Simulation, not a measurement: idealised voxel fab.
process module | voxel quadruple lines
cross-section cut | 295 nm wide | cells 5 nm
A cross-section is a grid of square cells, given in bands from the top down. A band is one or more rows of cells.
Each band's line starts with the height of the band's top and of its bottom, in nm. Then come its materials from left to right, each with its width in nm. One material with "throughout" fills the band from edge to edge. "air" is empty space.
Height 0 is the level under which the wafer as received is all one material. The lowest band goes on downwards, as in "0 down".
A width such as "30 to 40" changes by the same amount from each row of cells to the next, from the band's top row to its bottom row.
"no change" after a step means that no cell of the cross-section changed.
closed voids: empty space of 8 cells or more with no open way to the top, each as width x height at its distance from the left edge, in nm
after a step's settings: what the simulator itself notes on the step
overlay nm, on a step with a mask: how far to the right of its planned place the mask lay; to the left if negative
plan
1 op RECEIVE | material Si
2 op CONFORMAL_DEP | material Al2O3 | thk nm 5
3 op DIRECTIONAL_DEP | material TiN | thk nm 15
4 op DIRECTIONAL_DEP | material polySi | thk nm 20
5 op DIRECTIONAL_DEP | material aC | thk nm 20
6 op PATTERN | tone cover | mask id MANDREL | material resist | width nm 30 | thk nm 30 | overlay nm 0
7 op DIRECTIONAL_ETCH | etch materials aC | depth nm 20
8 op STRIP | etch materials resist
9 op CONFORMAL_DEP | material SiO2 | thk nm 10
10 op DIRECTIONAL_ETCH | etch materials SiO2 | depth nm 10
11 op STRIP | etch materials aC
12 op DIRECTIONAL_ETCH | etch materials polySi | depth nm 20
13 op STRIP | etch materials SiO2
14 op CONFORMAL_DEP | material SiCN | thk nm 10
15 op DIRECTIONAL_ETCH | etch materials SiCN | depth nm 10
16 op STRIP | etch materials polySi
17 op DIRECTIONAL_ETCH | etch materials TiN | depth nm 15
18 op STRIP | etch materials SiCN
as received, after step 1
  0 down: Si throughout
  closed voids: none
first wafer at the end, as planned
  20 to 5: air 110 | TiN 10 | air 10 | TiN 10 | air 10 | TiN 10 | air 10 | TiN 10 | air 115
  5 to 0: Al2O3 throughout
  0 down: Si throughout
  closed voids: none
second wafer at the end: like start, like plan, one mistake
  20 to 5: air 110 | TiN 10 | air 10 | TiN 10 | air 15 | TiN 10 | air 10 | TiN 10 | air 110
  5 to 0: Al2O3 throughout
  0 down: Si throughout
  closed voids: none
what went wrong: step 6 ran as: op PATTERN | tone cover | mask id MANDREL | material resist | width nm 35 | thk nm 30 | overlay nm 0
at the end the second wafer has, in cells: as many of each material as the first, in other places
